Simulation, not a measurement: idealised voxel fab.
The process module presented herein is designated voxel capacitor over wiring.
We display cut, a cross-section 215 nm in width whose square cells are each 5 nm.
This document writes a cross-section as a grid whose cells are square, and gives it as bands, listed from the top down; one or more rows of cells form a band.
It is stipulated that each band's entry specify, in nanometres, the height of the top of the band and then that of its bottom, followed by the materials of the band in left-to-right sequence, each together with its width in nanometres. A single material marked by the word "everywhere" is understood to fill the band from edge to edge; the word "air" is understood to denote empty space.
Height datum 0, below which the as-received substrate wafer is one material. Lowest band open at the bottom, running downward: "0 -> down".
The notation "30..40" denotes a width that varies across the rows of cells in the band, beginning at the first number in the top row, finishing at the second number in the bottom row, and changing by an identical amount from each row to the next.
"same as before", as given for a step, is the statement that not any cell of the cross-section underwent a change during that step.
Enclosed voids (no open way to top), threshold 8 cells or more, entry "Trapped cavities", notation width x height at distance, distance from left edge, nm.
Read whatever lies past the settings on a step's line as the simulator's own remark about the step.
The optional step-line setting "overlay nm" applies to steps with a mask and quantifies how far to the right of its planned location the mask lay, a negative value indicating leftward placement.

[Steps in the process plan]
1 RECEIVE [material Si]
2 CONFORMAL_DEP [material SiO2] [thk nm 15]
3 DIRECTIONAL_DEP [material TiN] [thk nm 5]
4 DIRECTIONAL_DEP [material W] [thk nm 15]
5 DIRECTIONAL_DEP [material aC] [thk nm 15]
6 PATTERN [tone cover] [mask id METAL_1] [material resist] [width nm 20] [pitch nm 70] [thk nm 35] [overlay nm 0]
7 DIRECTIONAL_ETCH [etch materials aC] [depth nm 15]
8 STRIP [etch materials resist]
9 DIRECTIONAL_ETCH [etch materials W] [depth nm 15]
10 DIRECTIONAL_ETCH [etch materials TiN] [depth nm 5]
11 STRIP [etch materials aC]
12 CONFORMAL_DEP [material SiN] [thk nm 5]
13 FILL_DEP [material lowk] [thk nm 10]
14 CMP [height nm 35]
15 CONFORMAL_DEP [material SiCN] [thk nm 5]
16 DIRECTIONAL_DEP [material lowk] [thk nm 20]
17 MASKED_ETCH [tone open] [mask id PLUG_1] [width nm 15] [etch materials lowk] [depth nm 20] [overlay nm 0]
18 MASKED_ETCH [tone open] [mask id PLUG_1] [width nm 15] [etch materials SiCN] [depth nm 5] [overlay nm 0]
19 CONFORMAL_DEP [material TiN] [thk nm 5]
20 FILL_DEP [material Cu] [thk nm 10]
21 CMP [height nm 60]
22 DIRECTIONAL_DEP [material TiN] [thk nm 10]
23 DIRECTIONAL_DEP [material HfO2] [thk nm 5]
24 DIRECTIONAL_DEP [material TiN] [thk nm 10]
25 PATTERN [tone cover] [mask id UPPER_PLATE] [material resist] [width nm 55] [thk nm 15] [overlay nm 0]
26 DIRECTIONAL_ETCH [etch materials TiN] [depth nm 10]
27 DIRECTIONAL_ETCH [etch materials HfO2] [depth nm 5]
28 STRIP [etch materials resist]
29 PATTERN [tone cover] [mask id LOWER_PLATE] [material resist] [width nm 65] [thk nm 20] [overlay nm 0]
30 DIRECTIONAL_ETCH [etch materials TiN] [depth nm 10]
31 STRIP [etch materials resist]
32 FILL_DEP [material SiO2] [thk nm 20]
33 CMP [height nm 100]
34 MASKED_ETCH [tone open] [mask id PLUG_2] [width nm 15] [etch materials SiO2] [depth nm 15] [overlay nm 0]
35 CONFORMAL_DEP [material TiN] [thk nm 5]
36 FILL_DEP [material Cu] [thk nm 10]
37 CMP [height nm 100]
38 CONFORMAL_DEP [material SiN] [thk nm 5]

[The cross-section here shows the wafer as received, i.e. in its state after step 1]
* 0 -> down = Si everywhere
* Trapped cavities: none

[Here's the cross-section of the first of our two wafers at the end of the module - it ran as planned]
* 105 -> 100 = SiN everywhere
* 100 -> 90 = 75 nm SiO2, 5 nm TiN, 5 nm Cu, 5 nm TiN, 125 nm SiO2
* 90 -> 85 = 75 nm SiO2, 15 nm TiN, 125 nm SiO2
* 85 -> 75 = 65 nm SiO2, 55 nm TiN, 95 nm SiO2
* 75 -> 70 = 65 nm SiO2, 55 nm HfO2, 95 nm SiO2
* 70 -> 60 = 60 nm SiO2, 65 nm TiN, 90 nm SiO2
* 60 -> 40 = 65 nm lowk, 5 nm TiN, 5 nm Cu, 5 nm TiN, 135 nm lowk
* 40 -> 35 = 65 nm SiCN, 15 nm TiN, 135 nm SiCN
* 35 -> 20 = 55 nm lowk, 5 nm SiN, 20 nm W, 5 nm SiN, 40 nm lowk, 5 nm SiN, 20 nm W, 5 nm SiN, 60 nm lowk
* 20 -> 15 = 60 nm SiN, 20 nm TiN, 50 nm SiN, 20 nm TiN, 65 nm SiN
* 15 -> 0 = SiO2 everywhere
* 0 -> down = Si everywhere
* Trapped cavities: none

[End of module, second wafer, cross-section. Started like the first, planned like the first, run with one mistake]
* 105 -> 100 = SiN everywhere
* 100 -> 90 = 75 nm SiO2, 5 nm TiN, 5 nm Cu, 5 nm TiN, 125 nm SiO2
* 90 -> 85 = 75 nm SiO2, 15 nm TiN, 125 nm SiO2
* 85 -> 75 = 65 nm SiO2, 55 nm TiN, 95 nm SiO2
* 75 -> 70 = 65 nm SiO2, 55 nm HfO2, 95 nm SiO2
* 70 -> 60 = 60 nm SiO2, 65 nm TiN, 90 nm SiO2
* 60 -> 45 = 65 nm lowk, 5 nm TiN, 10 nm Cu, 5 nm TiN, 130 nm lowk
* 45 -> 40 = 65 nm lowk, 5 nm TiN, 5 nm Cu, 10 nm TiN, 130 nm lowk
* 40 -> 35 = 65 nm SiCN, 15 nm TiN, 135 nm SiCN
* 35 -> 20 = 55 nm lowk, 5 nm SiN, 20 nm W, 5 nm SiN, 40 nm lowk, 5 nm SiN, 20 nm W, 5 nm SiN, 60 nm lowk
* 20 -> 15 = 60 nm SiN, 20 nm TiN, 50 nm SiN, 20 nm TiN, 65 nm SiN
* 15 -> 0 = SiO2 everywhere
* 0 -> down = Si everywhere
* Trapped cavities: none
Finding, execution versus plan: the process deviated at step 17: the operation and settings actually run there were MASKED_ETCH [tone open] [mask id PLUG_1] [width nm 20] [etch materials lowk] [depth nm 20] [overlay nm 0]
At the finish, the second wafer shows more or fewer cells for some materials than the first does: +3 Cu, +1 TiN, -4 lowk
